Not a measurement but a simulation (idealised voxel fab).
Presented below is a process module, voxel double patterning.
Cross-section cut spans 190 nm and uses square cells 5 nm in size.
Format of a cross-section: grid, square cells. Given as bands. Order: top down. Band: one or more rows of cells.
Per band: top height and bottom height in nm, followed by the left-to-right materials and their widths in nm; "throughout" marks a single material spanning edge to edge, "air" marks empty space.
Height datum 0, below which the as-received substrate wafer is one material. Lowest band open at the bottom, running downward: "0 and below".
Width spec "30 to 40" -> top row of cells at first value, bottom row at second value, equal per-row change in between.
"no modifications", as given for a step, is the statement that not any cell of the cross-section underwent a change during that step.
"Entrapped void list" enumerates empty spaces isolated from the top, with no open way to it, that contain at least 8 cells, giving each as width x height at distance from the left edge, all three in nm.
If you see something after the settings on a step's line, that's the simulator's own remark about that step.
overlay nm: mask right of planned place by this much (step with mask). Neg. = left.

**The process steps that were planned are listed below**
1,op RECEIVE | material Si
2,op CONFORMAL_DEP | material SiO2 | thk nm 5
3,op DIRECTIONAL_DEP | material TiN | thk nm 10
4,op DIRECTIONAL_DEP | material SiN | thk nm 5
5,op PATTERN | tone open | mask id FIRST | material resist | width nm 15 | pitch nm 50 | thk nm 20 | overlay nm 0
6,op DIRECTIONAL_ETCH | etch materials SiN | depth nm 5
7,op STRIP | etch materials resist
8,op DIRECTIONAL_DEP | material aC | thk nm 10
9,op PATTERN | tone open | mask id SECOND | material resist | width nm 15 | thk nm 25 | overlay nm 0
10,op DIRECTIONAL_ETCH | etch materials aC | depth nm 10
11,op STRIP | etch materials resist
12,op DIRECTIONAL_ETCH | etch materials SiN | depth nm 5
13,op STRIP | etch materials aC
14,op DIRECTIONAL_ETCH | etch materials TiN | depth nm 10
15,op STRIP | etch materials SiN

**as received, after step 1**
> 0 and below = Si throughout
> Entrapped void list: none

**Wafer cross-section at end of module: start and plan as shown above, one execution error**
> 20 down to 10 = TiN 60  air 15  TiN 10  air 15  TiN 10  air 15  TiN 65
> 10 down to 5 = TiN throughout
> 5 down to 0 = SiO2 throughout
> 0 and below = Si throughout
> Entrapped void list: none
Misprocessing identified: step 3 did not use the planned setting and instead ran as op DIRECTIONAL_DEP | material TiN | thk nm 15
